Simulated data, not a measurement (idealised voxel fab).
process module | voxel released beams
cross-section cut | 250 nm wide | cells 5 nm
A cross-section is a grid of square cells, given in bands from the top down. A band is one or more rows of cells.
Each band's line starts with the height of the band's top and of its bottom, in nm. Then come its materials from left to right, each with its width in nm. One material with "throughout" fills the band from edge to edge. "air" is empty space.
Height 0 is the level under which the wafer as received is all one material. The lowest band goes on downwards, as in "0 down".
A width such as "30 to 40" changes by the same amount from each row of cells to the next, from the band's top row to its bottom row.
"no change" after a step means that no cell of the cross-section changed.
closed voids: empty space of 8 cells or more with no open way to the top, each as width x height at its distance from the left edge, in nm
after a step's settings: what the simulator itself notes on the step
overlay nm, on a step with a mask: how far to the right of its planned place the mask lay; to the left if negative
plan
1 op RECEIVE | material Si
2 op CONFORMAL_DEP | material SiN | thk nm 5
3 op DIRECTIONAL_DEP | material SiO2 | thk nm 10
4 op PATTERN | tone open | mask id ANCHOR | material resist | width nm 25 | thk nm 15 | overlay nm 0
5 op DIRECTIONAL_ETCH | etch materials SiO2 | depth nm 10
6 op STRIP | etch materials resist
7 op CONFORMAL_DEP | material W | thk nm 10
8 op DIRECTIONAL_DEP | material aC | thk nm 10
9 op PATTERN | tone cover | mask id BEAM | material resist | width nm 70 | thk nm 25 | overlay nm 0
10 op DIRECTIONAL_ETCH | etch materials aC | depth nm 10
11 op STRIP | etch materials resist
12 op DIRECTIONAL_ETCH | etch materials W | depth nm 10
13 op STRIP | etch materials aC
14 op STRIP | etch materials SiO2
first wafer, as planned
as received, after step 1
  0 down: Si throughout
  closed voids: none
after step 2
  5 to 0: SiN throughout
  below 0: unchanged
after step 3
  15 to 5: SiO2 throughout
  below 5: unchanged
after step 4
  30 to 15: resist 90 | air 25 | resist 135
  below 15: unchanged
after step 5
  30 to 15: resist 90 | air 25 | resist 135
  15 to 5: SiO2 90 | air 25 | SiO2 135
  below 5: unchanged
after step 6
  15 to 5: SiO2 90 | air 25 | SiO2 135
  below 5: unchanged
after step 7
  25 to 15: W 100 | air 5 | W 145
  15 to 5: SiO2 90 | W 25 | SiO2 135
  below 5: unchanged
after step 8
  35 to 25: aC 100 | air 5 | aC 145
  25 to 15: W 100 | aC 5 | W 145
  below 15: unchanged
after step 9
  60 to 35: air 85 | resist 70 | air 95
  35 to 25: aC 100 | resist 5 | aC 145
  below 25: unchanged
after step 10
  50 to 35: air 85 | resist 70 | air 95
  35 to 25: air 85 | aC 15 | resist 5 | aC 50 | air 95
  below 25: unchanged
after step 11
  35 to 25: air 85 | aC 15 | air 5 | aC 50 | air 95
  below 25: unchanged
after step 12
  35 to 25: air 85 | aC 15 | air 5 | aC 50 | air 95
  25 to 15: air 85 | W 15 | aC 5 | W 50 | air 95
  below 15: unchanged
after step 13
  25 to 15: air 85 | W 15 | air 5 | W 50 | air 95
  below 15: unchanged
after step 14
  25 to 15: air 85 | W 15 | air 5 | W 50 | air 95
  15 to 5: air 90 | W 25 | air 135
  below 5: unchanged
second wafer: like start, like plan, one mistake. Through step 6 it matches the first wafer
when step 7 should have ended
  20 to 15: W 95 | air 15 | W 140
  15 to 10: SiO2 90 | W 5 | air 15 | W 5 | SiO2 135
  10 to 5: SiO2 90 | W 25 | SiO2 135
  below 5: unchanged
when step 8 should have ended
  30 to 20: aC 95 | air 15 | aC 140
  20 to 15: W 95 | aC 15 | W 140
  15 to 10: SiO2 90 | W 5 | aC 15 | W 5 | SiO2 135
  below 10: unchanged
when step 9 should have ended
  55 to 30: air 85 | resist 70 | air 95
  30 to 20: aC 95 | resist 15 | aC 140
  below 20: unchanged
when step 10 should have ended
  45 to 30: air 85 | resist 70 | air 95
  30 to 20: air 85 | aC 10 | resist 15 | aC 45 | air 95
  below 20: unchanged
when step 11 should have ended
  30 to 20: air 85 | aC 10 | air 15 | aC 45 | air 95
  below 20: unchanged
when step 12 should have ended
  30 to 20: air 85 | aC 10 | air 15 | aC 45 | air 95
  20 to 15: air 85 | W 10 | aC 15 | W 45 | air 95
  below 15: unchanged
when step 13 should have ended
  20 to 15: air 85 | W 10 | air 15 | W 45 | air 95
  15 to 10: SiO2 90 | W 5 | air 15 | W 5 | SiO2 135
  below 10: unchanged
when step 14 should have ended
  20 to 10: air 85 to 90 | W 10 to 5 | air 15 | W 45 to 5 | air 95 to 135
  10 to 5: air 90 | W 25 | air 135
  below 5: unchanged
what went wrong: step 7 ran as: op CONFORMAL_DEP | material W | thk nm 5
at the end the second wafer has, in cells: 18 fewer of W
